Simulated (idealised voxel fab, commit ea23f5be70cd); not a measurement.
Herein follows the process module entitled voxel self aligned contacts.
Displayed cross-section: cut, width of 205 nm, square cells sized 5 nm.
The cross-sections in this document take the form of a grid made of square cells. They are written out as bands, in order from top to bottom. Each band consists of one or more rows of cells.
Per band: top height and bottom height in nm, followed by the left-to-right materials and their widths in nm; "full width" marks a single material spanning edge to edge, "empty" marks empty space.
Ref level 0: as-received wafer is one material below here. Bottom band extends down with no lower bound ("0 -> down").
With a width like "30..40", each row of cells in the band differs from the next by the same amount, the top row carrying the first number and the bottom row the second.
A step reported as "remains unaltered" is a step in which no cell of the cross-section changed.
You'll see "Enclosed void catalog" listing empty spaces that have no way open to the top, as long as they're 8 cells or more; the notation is width x height at distance, where the distance is from the left edge, and all of it is in nm.
On each step's line, the part that comes after the settings is the simulator's own comment on the step.
overlay nm: for a step with a mask, the amount by which the mask lay right of where it was planned; a negative amount means left of it.
Process steps foreseen in the plan:
| 1 | RECEIVE, material Si |
| 2 | CONFORMAL_DEP, material SiO2, thk nm 5 |
| 3 | DIRECTIONAL_DEP, material polySi, thk nm 20 |
| 4 | DIRECTIONAL_DEP, material SiN, thk nm 20 |
| 5 | MASKED_ETCH, tone cover, mask id GATE, width nm 25, pitch nm 50, etch materials SiN, depth nm 20, overlay nm 0 |
| 6 | MASKED_ETCH, tone cover, mask id GATE, width nm 25, pitch nm 50, etch materials polySi, depth nm 20, overlay nm 0 |
| 7 | CONFORMAL_DEP, material SiN, thk nm 5 |
| 8 | DIRECTIONAL_ETCH, etch materials SiN, depth nm 5 |
| 9 | FILL_DEP, material SiO2, thk nm 15 |
| 10 | CMP, height nm 50 |
| 11 | PATTERN, tone open, mask id CONTACT, material resist, width nm 35, pitch nm 50, thk nm 15, overlay nm 0 |
| 12 | DIRECTIONAL_ETCH, etch materials SiO2, depth nm 50 |
| 13 | STRIP, etch materials resist |
| 14 | CONFORMAL_DEP, material TiN, thk nm 5 |
| 15 | FILL_DEP, material W, thk nm 10 |
| 16 | CMP, height nm 50 |
| 17 | CONFORMAL_DEP, material SiCN, thk nm 5 |
The first of a set of two wafers, run to plan:
Step 1 complete: cross-section of the wafer as received:
0 -> down  Si full width
Enclosed void catalog: none
Step 2 complete: cross-section through the wafer:
5 -> 0  SiO2 full width
Under the height 0 nothing was changed.
Step 3 complete: cross-section through the wafer:
25 -> 5  polySi full width
Under the height 5 nothing was changed.
Step 4 complete: cross-section through the wafer:
45 -> 25  SiN full width
Under the height 25 nothing was changed.
Step 5 complete: cross-section through the wafer:
45 -> 25  empty 40 nm  SiN 25 nm  empty 25 nm  SiN 25 nm  empty 25 nm  SiN 25 nm  empty 40 nm
Under the height 25 nothing was changed.
Step 6 complete: cross-section through the wafer:
45 -> 25  empty 40 nm  SiN 25 nm  empty 25 nm  SiN 25 nm  empty 25 nm  SiN 25 nm  empty 40 nm
25 -> 5  empty 40 nm  polySi 25 nm  empty 25 nm  polySi 25 nm  empty 25 nm  polySi 25 nm  empty 40 nm
Under the height 5 nothing was changed.
Step 7 complete: cross-section through the wafer:
50 -> 25  empty 35 nm  SiN 35 nm  empty 15 nm  SiN 35 nm  empty 15 nm  SiN 35 nm  empty 35 nm
25 -> 10  empty 35 nm  SiN 5 nm  polySi 25 nm  SiN 5 nm  empty 15 nm  SiN 5 nm  polySi 25 nm  SiN 5 nm  empty 15 nm  SiN 5 nm  polySi 25 nm  SiN 5 nm  empty 35 nm
10 -> 5  SiN 40 nm  polySi 25 nm  SiN 25 nm  polySi 25 nm  SiN 25 nm  polySi 25 nm  SiN 40 nm
Under the height 5 nothing was changed.
Step 8 complete: cross-section through the wafer:
45 -> 25  empty 35 nm  SiN 35 nm  empty 15 nm  SiN 35 nm  empty 15 nm  SiN 35 nm  empty 35 nm
25 -> 5  empty 35 nm  SiN 5 nm  polySi 25 nm  SiN 5 nm  empty 15 nm  SiN 5 nm  polySi 25 nm  SiN 5 nm  empty 15 nm  SiN 5 nm  polySi 25 nm  SiN 5 nm  empty 35 nm
Under the height 5 nothing was changed.
Step 9 complete: cross-section through the wafer:
60 -> 45  SiO2 full width
45 -> 25  SiO2 35 nm  SiN 35 nm  SiO2 15 nm  SiN 35 nm  SiO2 15 nm  SiN 35 nm  SiO2 35 nm
25 -> 5  SiO2 35 nm  SiN 5 nm  polySi 25 nm  SiN 5 nm  SiO2 15 nm  SiN 5 nm  polySi 25 nm  SiN 5 nm  SiO2 15 nm  SiN 5 nm  polySi 25 nm  SiN 5 nm  SiO2 35 nm
Under the height 5 nothing was changed.
Step 10 complete: cross-section through the wafer:
50 -> 45  SiO2 full width
Under the height 45 nothing was changed.
Step 11 complete: cross-section through the wafer:
65 -> 50  resist 60 nm  empty 35 nm  resist 15 nm  empty 35 nm  resist 60 nm
Under the height 50 nothing was changed.
Step 12 complete: cross-section through the wafer:
65 -> 50  resist 60 nm  empty 35 nm  resist 15 nm  empty 35 nm  resist 60 nm
50 -> 45  SiO2 60 nm  empty 35 nm  SiO2 15 nm  empty 35 nm  SiO2 60 nm
45 -> 25  SiO2 35 nm  SiN 35 nm  empty 15 nm  SiN 35 nm  empty 15 nm  SiN 35 nm  SiO2 35 nm
25 -> 5  SiO2 35 nm  SiN 5 nm  polySi 25 nm  SiN 5 nm  empty 15 nm  SiN 5 nm  polySi 25 nm  SiN 5 nm  empty 15 nm  SiN 5 nm  polySi 25 nm  SiN 5 nm  SiO2 35 nm
5 -> 0  SiO2 70 nm  empty 15 nm  SiO2 35 nm  empty 15 nm  SiO2 70 nm
Under the height 0 nothing was changed.
Step 13 complete: cross-section through the wafer:
50 -> 45  SiO2 60 nm  empty 35 nm  SiO2 15 nm  empty 35 nm  SiO2 60 nm
Under the height 45 nothing was changed.
Step 14 complete: cross-section through the wafer:
55 -> 50  TiN 65 nm  empty 25 nm  TiN 25 nm  empty 25 nm  TiN 65 nm
50 -> 45  SiO2 60 nm  TiN 15 nm  empty 5 nm  TiN 15 nm  SiO2 15 nm  TiN 15 nm  empty 5 nm  TiN 15 nm  SiO2 60 nm
45 -> 25  SiO2 35 nm  SiN 35 nm  TiN 5 nm  empty 5 nm  TiN 5 nm  SiN 35 nm  TiN 5 nm  empty 5 nm  TiN 5 nm  SiN 35 nm  SiO2 35 nm
25 -> 5  SiO2 35 nm  SiN 5 nm  polySi 25 nm  SiN 5 nm  TiN 5 nm  empty 5 nm  TiN 5 nm  SiN 5 nm  polySi 25 nm  SiN 5 nm  TiN 5 nm  empty 5 nm  TiN 5 nm  SiN 5 nm  polySi 25 nm  SiN 5 nm  SiO2 35 nm
5 -> 0  SiO2 70 nm  TiN 15 nm  SiO2 35 nm  TiN 15 nm  SiO2 70 nm
Under the height 0 nothing was changed.
Step 15 complete: cross-section through the wafer:
65 -> 55  W full width
55 -> 50  TiN 65 nm  W 25 nm  TiN 25 nm  W 25 nm  TiN 65 nm
50 -> 45  SiO2 60 nm  TiN 15 nm  W 5 nm  TiN 15 nm  SiO2 15 nm  TiN 15 nm  W 5 nm  TiN 15 nm  SiO2 60 nm
45 -> 25  SiO2 35 nm  SiN 35 nm  TiN 5 nm  W 5 nm  TiN 5 nm  SiN 35 nm  TiN 5 nm  W 5 nm  TiN 5 nm  SiN 35 nm  SiO2 35 nm
25 -> 5  SiO2 35 nm  SiN 5 nm  polySi 25 nm  SiN 5 nm  TiN 5 nm  W 5 nm  TiN 5 nm  SiN 5 nm  polySi 25 nm  SiN 5 nm  TiN 5 nm  W 5 nm  TiN 5 nm  SiN 5 nm  polySi 25 nm  SiN 5 nm  SiO2 35 nm
Under the height 5 nothing was changed.
Step 16 complete: cross-section through the wafer:
50 -> 45  SiO2 60 nm  TiN 15 nm  W 5 nm  TiN 15 nm  SiO2 15 nm  TiN 15 nm  W 5 nm  TiN 15 nm  SiO2 60 nm
Under the height 45 nothing was changed.
Step 17 complete: cross-section through the wafer:
55 -> 50  SiCN full width
Under the height 50 nothing was changed.
The Second Wafer: Common Origin and Plan, One Mistake in Execution, Identical to the First Through Step 6:
Planned end of step 7: second wafer, cross-section:
40 -> 25  empty 40 nm  SiN 25 nm  empty 25 nm  SiN 25 nm  empty 25 nm  SiN 25 nm  empty 40 nm
Under the height 25 nothing was changed.
Planned end of step 8: second wafer, cross-section:
45 -> 25  empty 35 nm  SiN 35 nm  empty 15 nm  SiN 35 nm  empty 15 nm  SiN 35 nm  empty 35 nm
25 -> 10  empty 35 nm  SiN 5 nm  polySi 25 nm  SiN 5 nm  empty 15 nm  SiN 5 nm  polySi 25 nm  SiN 5 nm  empty 15 nm  SiN 5 nm  polySi 25 nm  SiN 5 nm  empty 35 nm
10 -> 5  SiN 40 nm  polySi 25 nm  SiN 25 nm  polySi 25 nm  SiN 25 nm  polySi 25 nm  SiN 40 nm
Under the height 5 nothing was changed.
Planned end of step 9: second wafer, cross-section:
60 -> 45  SiO2 full width
45 -> 25  SiO2 35 nm  SiN 35 nm  SiO2 15 nm  SiN 35 nm  SiO2 15 nm  SiN 35 nm  SiO2 35 nm
25 -> 10  SiO2 35 nm  SiN 5 nm  polySi 25 nm  SiN 5 nm  SiO2 15 nm  SiN 5 nm  polySi 25 nm  SiN 5 nm  SiO2 15 nm  SiN 5 nm  polySi 25 nm  SiN 5 nm  SiO2 35 nm
Under the height 10 nothing was changed.
Planned end of step 10: second wafer, cross-section:
50 -> 45  SiO2 full width
Under the height 45 nothing was changed.
Planned end of step 11: second wafer, cross-section:
65 -> 50  resist 60 nm  empty 35 nm  resist 15 nm  empty 35 nm  resist 60 nm
Under the height 50 nothing was changed.
Planned end of step 12: second wafer, cross-section:
65 -> 50  resist 60 nm  empty 35 nm  resist 15 nm  empty 35 nm  resist 60 nm
50 -> 45  SiO2 60 nm  empty 35 nm  SiO2 15 nm  empty 35 nm  SiO2 60 nm
45 -> 25  SiO2 35 nm  SiN 35 nm  empty 15 nm  SiN 35 nm  empty 15 nm  SiN 35 nm  SiO2 35 nm
25 -> 10  SiO2 35 nm  SiN 5 nm  polySi 25 nm  SiN 5 nm  empty 15 nm  SiN 5 nm  polySi 25 nm  SiN 5 nm  empty 15 nm  SiN 5 nm  polySi 25 nm  SiN 5 nm  SiO2 35 nm
Under the height 10 nothing was changed.
Planned end of step 13: second wafer, cross-section:
50 -> 45  SiO2 60 nm  empty 35 nm  SiO2 15 nm  empty 35 nm  SiO2 60 nm
Under the height 45 nothing was changed.
Planned end of step 14: second wafer, cross-section:
55 -> 50  TiN 65 nm  empty 25 nm  TiN 25 nm  empty 25 nm  TiN 65 nm
50 -> 45  SiO2 60 nm  TiN 15 nm  empty 5 nm  TiN 15 nm  SiO2 15 nm  TiN 15 nm  empty 5 nm  TiN 15 nm  SiO2 60 nm
45 -> 25  SiO2 35 nm  SiN 35 nm  TiN 5 nm  empty 5 nm  TiN 5 nm  SiN 35 nm  TiN 5 nm  empty 5 nm  TiN 5 nm  SiN 35 nm  SiO2 35 nm
25 -> 15  SiO2 35 nm  SiN 5 nm  polySi 25 nm  SiN 5 nm  TiN 5 nm  empty 5 nm  TiN 5 nm  SiN 5 nm  polySi 25 nm  SiN 5 nm  TiN 5 nm  empty 5 nm  TiN 5 nm  SiN 5 nm  polySi 25 nm  SiN 5 nm  SiO2 35 nm
15 -> 10  SiO2 35 nm  SiN 5 nm  polySi 25 nm  SiN 5 nm  TiN 15 nm  SiN 5 nm  polySi 25 nm  SiN 5 nm  TiN 15 nm  SiN 5 nm  polySi 25 nm  SiN 5 nm  SiO2 35 nm
Under the height 10 nothing was changed.
Planned end of step 15: second wafer, cross-section:
65 -> 55  W full width
55 -> 50  TiN 65 nm  W 25 nm  TiN 25 nm  W 25 nm  TiN 65 nm
50 -> 45  SiO2 60 nm  TiN 15 nm  W 5 nm  TiN 15 nm  SiO2 15 nm  TiN 15 nm  W 5 nm  TiN 15 nm  SiO2 60 nm
45 -> 25  SiO2 35 nm  SiN 35 nm  TiN 5 nm  W 5 nm  TiN 5 nm  SiN 35 nm  TiN 5 nm  W 5 nm  TiN 5 nm  SiN 35 nm  SiO2 35 nm
25 -> 15  SiO2 35 nm  SiN 5 nm  polySi 25 nm  SiN 5 nm  TiN 5 nm  W 5 nm  TiN 5 nm  SiN 5 nm  polySi 25 nm  SiN 5 nm  TiN 5 nm  W 5 nm  TiN 5 nm  SiN 5 nm  polySi 25 nm  SiN 5 nm  SiO2 35 nm
Under the height 15 nothing was changed.
Planned end of step 16: second wafer, cross-section:
50 -> 45  SiO2 60 nm  TiN 15 nm  W 5 nm  TiN 15 nm  SiO2 15 nm  TiN 15 nm  W 5 nm  TiN 15 nm  SiO2 60 nm
Under the height 45 nothing was changed.
Planned end of step 17: second wafer, cross-section:
55 -> 50  SiCN full width
Under the height 50 nothing was changed.
Run error: order of steps 7 and 8 inverted relative to the plan
Final tally in cells, some materials are higher or lower on the second wafer than on the first: 20 more of SiN; 8 fewer of SiO2; 8 fewer of TiN; 4 fewer of W
